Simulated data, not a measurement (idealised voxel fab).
process module | voxel lift off
cross-section cut | 215 nm wide | cells 5 nm
A cross-section is a grid of square cells, given in bands from the top down. A band is one or more rows of cells.
Each band's line starts with the height of the band's top and of its bottom, in nm. Then come its materials from left to right, each with its width in nm. One material with "throughout" fills the band from edge to edge. "air" is empty space.
Height 0 is the level under which the wafer as received is all one material. The lowest band goes on downwards, as in "0 down".
A width such as "30 to 40" changes by the same amount from each row of cells to the next, from the band's top row to its bottom row.
"no change" after a step means that no cell of the cross-section changed.
closed voids: empty space of 8 cells or more with no open way to the top, each as width x height at its distance from the left edge, in nm
after a step's settings: what the simulator itself notes on the step
overlay nm, on a step with a mask: how far to the right of its planned place the mask lay; to the left if negative
plan
1 op RECEIVE | material Si
2 op CONFORMAL_DEP | material SiN | thk nm 5
3 op PATTERN | tone open | mask id LINES | material resist | width nm 25 | pitch nm 50 | thk nm 25 | overlay nm 0
4 op DIRECTIONAL_DEP | material Ru | thk nm 15
5 op STRIP | etch materials resist
6 op CONFORMAL_DEP | material SiN | thk nm 5
first wafer, as planned
as received, after step 1
  0 down: Si throughout
  closed voids: none
after step 2
  5 to 0: SiN throughout
  below 0: unchanged
after step 3
  30 to 5: resist 20 | air 25 | resist 25 | air 25 | resist 25 | air 25 | resist 25 | air 25 | resist 20
  below 5: unchanged
after step 4
  45 to 30: Ru 20 | air 25 | Ru 25 | air 25 | Ru 25 | air 25 | Ru 25 | air 25 | Ru 20
  30 to 20: resist 20 | air 25 | resist 25 | air 25 | resist 25 | air 25 | resist 25 | air 25 | resist 20
  20 to 5: resist 20 | Ru 25 | resist 25 | Ru 25 | resist 25 | Ru 25 | resist 25 | Ru 25 | resist 20
  below 5: unchanged
after step 5
  20 to 5: air 20 | Ru 25 | air 25 | Ru 25 | air 25 | Ru 25 | air 25 | Ru 25 | air 20
  below 5: unchanged
after step 6
  25 to 20: air 15 | SiN 35 | air 15 | SiN 35 | air 15 | SiN 35 | air 15 | SiN 35 | air 15
  20 to 10: air 15 | SiN 5 | Ru 25 | SiN 5 | air 15 | SiN 5 | Ru 25 | SiN 5 | air 15 | SiN 5 | Ru 25 | SiN 5 | air 15 | SiN 5 | Ru 25 | SiN 5 | air 15
  10 to 5: SiN 20 | Ru 25 | SiN 25 | Ru 25 | SiN 25 | Ru 25 | SiN 25 | Ru 25 | SiN 20
  below 5: unchanged
second wafer: like start, like plan, one mistake. Through step 2 it matches the first wafer
when step 3 should have ended
  30 to 5: resist 25 | air 20 | resist 30 | air 20 | resist 30 | air 20 | resist 30 | air 20 | resist 20
  below 5: unchanged
when step 4 should have ended
  45 to 30: Ru 25 | air 20 | Ru 30 | air 20 | Ru 30 | air 20 | Ru 30 | air 20 | Ru 20
  30 to 20: resist 25 | air 20 | resist 30 | air 20 | resist 30 | air 20 | resist 30 | air 20 | resist 20
  20 to 5: resist 25 | Ru 20 | resist 30 | Ru 20 | resist 30 | Ru 20 | resist 30 | Ru 20 | resist 20
  below 5: unchanged
when step 5 should have ended
  20 to 5: air 25 | Ru 20 | air 30 | Ru 20 | air 30 | Ru 20 | air 30 | Ru 20 | air 20
  below 5: unchanged
when step 6 should have ended
  25 to 20: air 20 | SiN 30 | air 20 | SiN 30 | air 20 | SiN 30 | air 20 | SiN 30 | air 15
  20 to 10: air 20 | SiN 5 | Ru 20 | SiN 5 | air 20 | SiN 5 | Ru 20 | SiN 5 | air 20 | SiN 5 | Ru 20 | SiN 5 | air 20 | SiN 5 | Ru 20 | SiN 5 | air 15
  10 to 5: SiN 25 | Ru 20 | SiN 30 | Ru 20 | SiN 30 | Ru 20 | SiN 30 | Ru 20 | SiN 20
  below 5: unchanged
what went wrong: step 3 ran as: op PATTERN | tone open | mask id LINES | material resist | width nm 20 | pitch nm 50 | thk nm 25 | overlay nm 0
at the end the second wafer has, in cells: 12 fewer of Ru
